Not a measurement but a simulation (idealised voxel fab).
The process module that follows is named voxel local oxidation.
For reference, the cross-section in this document is cut, with width 210 nm and square cells of 5 nm.
Notation: cross-section as square-cell grid; stated in bands, top first, going down; one or more cell rows per band.
Top, bottom (nm), then materials left to right with widths (nm); lone material tagged "full width" fills the whole band edge to edge; "blank" = empty space.
Heights are reckoned from 0. Under this level, the received wafer is all of one material. The bottommost band is open-ended downward, for example "z 0 and below".
A two-number width, for instance "30 to 40", indicates that the width is equal to the first number in the top row of the band and to the second number in the bottom row, and that it changes by a constant amount per row of cells.
"same as before" for a step: no cell of the cross-section changed in that step.
Any empty space of 8 cells or more lacking an open way to the top shows up in "Unvented internal voids" as width x height at distance, distance from the left edge, in nm.
On a step's line, text after the settings is the simulator commenting on that step.
Each step line may optionally specify "overlay nm", which for a step with a mask gives the rightward distance between the mask's planned place and where it lay, a negative value indicating the leftward direction.
[Here's what the planned process steps look like]
1) RECEIVE [material Si]
2) OXIDIZE [depth nm 5]
3) CONFORMAL_DEP [material SiN] [thk nm 10]
4) DIRECTIONAL_DEP [material aC] [thk nm 5]
5) PATTERN [tone cover] [mask id ACTIVE] [material resist] [width nm 90] [thk nm 30] [overlay nm 0]
6) DIRECTIONAL_ETCH [etch materials aC] [depth nm 15]
7) STRIP [etch materials resist]
8) DIRECTIONAL_ETCH [etch materials SiN] [depth nm 10]
9) STRIP [etch materials aC]
10) SELECTIVE_ETCH [etch materials SiO2] [depth nm 5]
11) OXIDIZE [depth nm 15]
12) STRIP [etch materials SiN]
Wafer-to-wafer difference: thk nm, step 4. Common start. Plan = first wafer's value.
[Received wafers, first of several: cross-section after step 1]
  z 0 and below | Si full width
  Unvented internal voids: none
[each wafer at the end: cells of each material gained (+) or lost (-) since it was received, then its closed voids]
thk nm 5 | -138 Si | +112 SiO2 | Unvented internal voids: none
thk nm 10 | -138 Si | +112 SiO2 | Unvented internal voids: none
thk nm 15 | -138 Si | +112 SiO2 | Unvented internal voids: none
thk nm 20 | -42 Si | +42 SiO2 | Unvented internal voids: none
thk nm 25 | -42 Si | +42 SiO2 | Unvented internal voids: none
thk nm 30 | -42 Si | +42 SiO2 | Unvented internal voids: none
